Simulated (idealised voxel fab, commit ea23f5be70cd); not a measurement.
process module | voxel released beams
cross-section cut | 185 nm wide | cells 5 nm
A cross-section is a grid of square cells, given in bands from the top down. A band is one or more rows of cells.
Each band's line starts with the height of the band's top and of its bottom, in nm. Then come its materials from left to right, each with its width in nm. One material with "throughout" fills the band from edge to edge. "air" is empty space.
Height 0 is the level under which the wafer as received is all one material. The lowest band goes on downwards, as in "0 down".
A width such as "30 to 40" changes by the same amount from each row of cells to the next, from the band's top row to its bottom row.
"no change" after a step means that no cell of the cross-section changed.
closed voids: empty space of 8 cells or more with no open way to the top, each as width x height at its distance from the left edge, in nm
after a step's settings: what the simulator itself notes on the step
overlay nm, on a step with a mask: how far to the right of its planned place the mask lay; to the left if negative
plan
1 op RECEIVE | material Si
2 op CONFORMAL_DEP | material Al2O3 | thk nm 5
3 op DIRECTIONAL_DEP | material SiO2 | thk nm 20
4 op MASKED_ETCH | tone open | mask id ANCHOR | width nm 25 | etch materials SiO2 | depth nm 20 | overlay nm 0
5 op CONFORMAL_DEP | material SiN | thk nm 10
6 op DIRECTIONAL_DEP | material aC | thk nm 15
7 op PATTERN | tone cover | mask id BEAM | material resist | width nm 110 | thk nm 35 | overlay nm 0
8 op DIRECTIONAL_ETCH | etch materials aC | depth nm 15
9 op STRIP | etch materials resist
10 op DIRECTIONAL_ETCH | etch materials SiN | depth nm 10
11 op STRIP | etch materials aC
12 op STRIP | etch materials SiO2
as received, after step 1
  0 down: Si throughout
  closed voids: none
a wafer at the end: this start, this plan, one mistake
  30 to 25: air 35 | SiN 10 | air 15 | SiN 85 | air 40
  25 to 10: air 40 | SiN 5 | air 15 | SiN 5 | air 120
  10 to 5: air 40 | SiN 25 | air 120
  5 to 0: Al2O3 throughout
  0 down: Si throughout
  closed voids: none
what went wrong: step 5 ran as: op CONFORMAL_DEP | material SiN | thk nm 5
